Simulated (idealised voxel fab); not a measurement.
process module | voxel transistor to metal
cross-section cut | 155 nm wide | cells 5 nm
A cross-section is a grid of square cells, given in bands from the top down. A band is one or more rows of cells.
Each band's line starts with the height of the band's top and of its bottom, in nm. Then come its materials from left to right, each with its width in nm. One material with "throughout" fills the band from edge to edge. "air" is empty space.
Height 0 is the level under which the wafer as received is all one material. The lowest band goes on downwards, as in "0 down".
A width such as "30 to 40" changes by the same amount from each row of cells to the next, from the band's top row to its bottom row.
"no change" after a step means that no cell of the cross-section changed.
closed voids: empty space of 8 cells or more with no open way to the top, each as width x height at its distance from the left edge, in nm
after a step's settings: what the simulator itself notes on the step
overlay nm, on a step with a mask: how far to the right of its planned place the mask lay; to the left if negative
plan
1 op RECEIVE | material Si
2 op CONFORMAL_DEP | material SiO2 | thk nm 5
3 op CONFORMAL_DEP | material SiN | thk nm 10
4 op PATTERN | tone cover | mask id ACTIVE | material resist | width nm 100 | thk nm 20 | overlay nm 0
5 op DIRECTIONAL_ETCH | etch materials SiN | depth nm 10
6 op DIRECTIONAL_ETCH | etch materials SiO2 | depth nm 5
7 op DIRECTIONAL_ETCH | etch materials Si | depth nm 25
8 op STRIP | etch materials resist
9 op OXIDIZE | depth nm 5
10 op FILL_DEP | material SiO2 | thk nm 5
11 op CMP | height nm 15
12 op SELECTIVE_ETCH | etch materials SiO2 | depth nm 5
13 op STRIP | etch materials SiN
14 op SELECTIVE_ETCH | etch materials SiO2 | depth nm 5
15 op OXIDIZE | depth nm 5
16 op DIRECTIONAL_DEP | material polySi | thk nm 30
17 op DIRECTIONAL_DEP | material SiCN | thk nm 15
18 op MASKED_ETCH | tone cover | mask id GATE | width nm 20 | etch materials SiCN | depth nm 25 | overlay nm 0
19 op MASKED_ETCH | tone cover | mask id GATE | width nm 20 | etch materials polySi | depth nm 40 | overlay nm 0
20 op CONFORMAL_DEP | material SiN | thk nm 10
21 op DIRECTIONAL_ETCH | etch materials SiN | depth nm 10
22 op DIRECTIONAL_ETCH | etch materials SiO2 | depth nm 5
23 op EPI | material SiGe | thk nm 5
24 op FILL_DEP | material SiO2 | thk nm 10
25 op CMP | height nm 45
26 op DIRECTIONAL_DEP | material SiO2 | thk nm 10
27 op PATTERN | tone open | mask id CONTACT | material resist | width nm 15 | pitch nm 65 | thk nm 20 | overlay nm 0
28 op DIRECTIONAL_ETCH | etch materials SiO2 | depth nm 55
29 op STRIP | etch materials resist
30 op CONFORMAL_DEP | material TiN | thk nm 5
31 op FILL_DEP | material W | thk nm 5
32 op CMP | height nm 55
33 op DIRECTIONAL_DEP | material TiN | thk nm 5
34 op DIRECTIONAL_DEP | material Ru | thk nm 20
35 op PATTERN | tone cover | mask id METAL_1 | material resist | width nm 15 | pitch nm 65 | thk nm 20 | overlay nm 0
36 op DIRECTIONAL_ETCH | etch materials Ru | depth nm 20
37 op DIRECTIONAL_ETCH | etch materials TiN | depth nm 5
38 op STRIP | etch materials resist
39 op FILL_DEP | material SiO2 | thk nm 10
40 op CMP | height nm 80
41 op CONFORMAL_DEP | material SiCN | thk nm 5
42 op DIRECTIONAL_DEP | material lowk | thk nm 25
43 op DIRECTIONAL_DEP | material aC | thk nm 10
44 op PATTERN | tone open | mask id METAL_2 | material resist | width nm 15 | pitch nm 65 | thk nm 30 | overlay nm 0
45 op DIRECTIONAL_ETCH | etch materials aC | depth nm 10
46 op STRIP | etch materials resist
47 op DIRECTIONAL_ETCH | etch materials lowk | depth nm 15
48 op STRIP | etch materials aC
49 op MASKED_ETCH | tone open | mask id METAL_2_HOLES | width nm 15 | pitch nm 65 | etch materials lowk | depth nm 10 | overlay nm 0
50 op MASKED_ETCH | tone open | mask id METAL_2_HOLES | width nm 15 | pitch nm 65 | etch materials SiCN | depth nm 5 | overlay nm 0
51 op CONFORMAL_DEP | material TiN | thk nm 5
52 op FILL_DEP | material Cu | thk nm 10
53 op CMP | height nm 110
54 op CONFORMAL_DEP | material SiN | thk nm 5
varied across the wafers: thk nm of step 54. The plan shows the first wafer's value. All wafers start alike
first wafer as received, after step 1
  0 down: Si throughout
  closed voids: none
first wafer at the end, after step 54
  115 to 110: SiN throughout
  110 to 85: lowk 35 | TiN 5 | Cu 5 | TiN 5 | lowk 50 | TiN 5 | Cu 5 | TiN 5 | lowk 40
  85 to 80: SiCN 35 | TiN 15 | SiCN 50 | TiN 15 | SiCN 40
  80 to 60: SiO2 35 | Ru 15 | SiO2 50 | Ru 15 | SiO2 40
  60 to 55: SiO2 35 | TiN 15 | SiO2 50 | TiN 15 | SiO2 40
  55 to 45: SiO2 35 | TiN 5 | W 5 | TiN 5 | SiO2 50 | TiN 5 | W 5 | TiN 5 | SiO2 40
  45 to 30: SiO2 35 | TiN 5 | W 5 | TiN 5 | SiO2 5 | SiN 10 | SiCN 20 | SiN 10 | SiO2 5 | TiN 5 | W 5 | TiN 5 | SiO2 40
  30 to 5: SiO2 35 | TiN 5 | W 5 | TiN 5 | SiO2 5 | SiN 10 | polySi 20 | SiN 10 | SiO2 5 | TiN 5 | W 5 | TiN 5 | SiO2 40
  5 to 0: SiO2 20 | SiN 10 | SiO2 5 | TiN 15 | SiO2 5 | SiN 10 | polySi 20 | SiN 10 | SiO2 5 | TiN 15 | SiO2 5 | SiN 10 | SiO2 25
  0 to -5: SiO2 30 | SiGe 25 | SiO2 40 | SiGe 25 | SiO2 35
  -5 to -30: SiO2 30 | Si 90 | SiO2 35
  -30 down: Si throughout
  closed voids: none
last wafer at the end
  130 to 110: SiN throughout
  110 to 85: lowk 35 | TiN 5 | Cu 5 | TiN 5 | lowk 50 | TiN 5 | Cu 5 | TiN 5 | lowk 40
  85 to 80: SiCN 35 | TiN 15 | SiCN 50 | TiN 15 | SiCN 40
  80 to 60: SiO2 35 | Ru 15 | SiO2 50 | Ru 15 | SiO2 40
  60 to 55: SiO2 35 | TiN 15 | SiO2 50 | TiN 15 | SiO2 40
  55 to 45: SiO2 35 | TiN 5 | W 5 | TiN 5 | SiO2 50 | TiN 5 | W 5 | TiN 5 | SiO2 40
  45 to 30: SiO2 35 | TiN 5 | W 5 | TiN 5 | SiO2 5 | SiN 10 | SiCN 20 | SiN 10 | SiO2 5 | TiN 5 | W 5 | TiN 5 | SiO2 40
  30 to 5: SiO2 35 | TiN 5 | W 5 | TiN 5 | SiO2 5 | SiN 10 | polySi 20 | SiN 10 | SiO2 5 | TiN 5 | W 5 | TiN 5 | SiO2 40
  5 to 0: SiO2 20 | SiN 10 | SiO2 5 | TiN 15 | SiO2 5 | SiN 10 | polySi 20 | SiN 10 | SiO2 5 | TiN 15 | SiO2 5 | SiN 10 | SiO2 25
  0 to -5: SiO2 30 | SiGe 25 | SiO2 40 | SiGe 25 | SiO2 35
  -5 to -30: SiO2 30 | Si 90 | SiO2 35
  -30 down: Si throughout
  closed voids: none
each wafer at the end: cells of each material gained (+) or lost (-) since it was received, then its closed voids
thk nm 5 | +10 Cu | +24 Ru | -96 Si | +37 SiCN | +10 SiGe | +71 SiN | +410 SiO2 | +78 TiN | +20 W | +125 lowk | +24 polySi | closed voids: none
thk nm 10 | +10 Cu | +24 Ru | -96 Si | +37 SiCN | +10 SiGe | +102 SiN | +410 SiO2 | +78 TiN | +20 W | +125 lowk | +24 polySi | closed voids: none
thk nm 15 | +10 Cu | +24 Ru | -96 Si | +37 SiCN | +10 SiGe | +133 SiN | +410 SiO2 | +78 TiN | +20 W | +125 lowk | +24 polySi | closed voids: none
thk nm 20 | +10 Cu | +24 Ru | -96 Si | +37 SiCN | +10 SiGe | +164 SiN | +410 SiO2 | +78 TiN | +20 W | +125 lowk | +24 polySi | closed voids: none
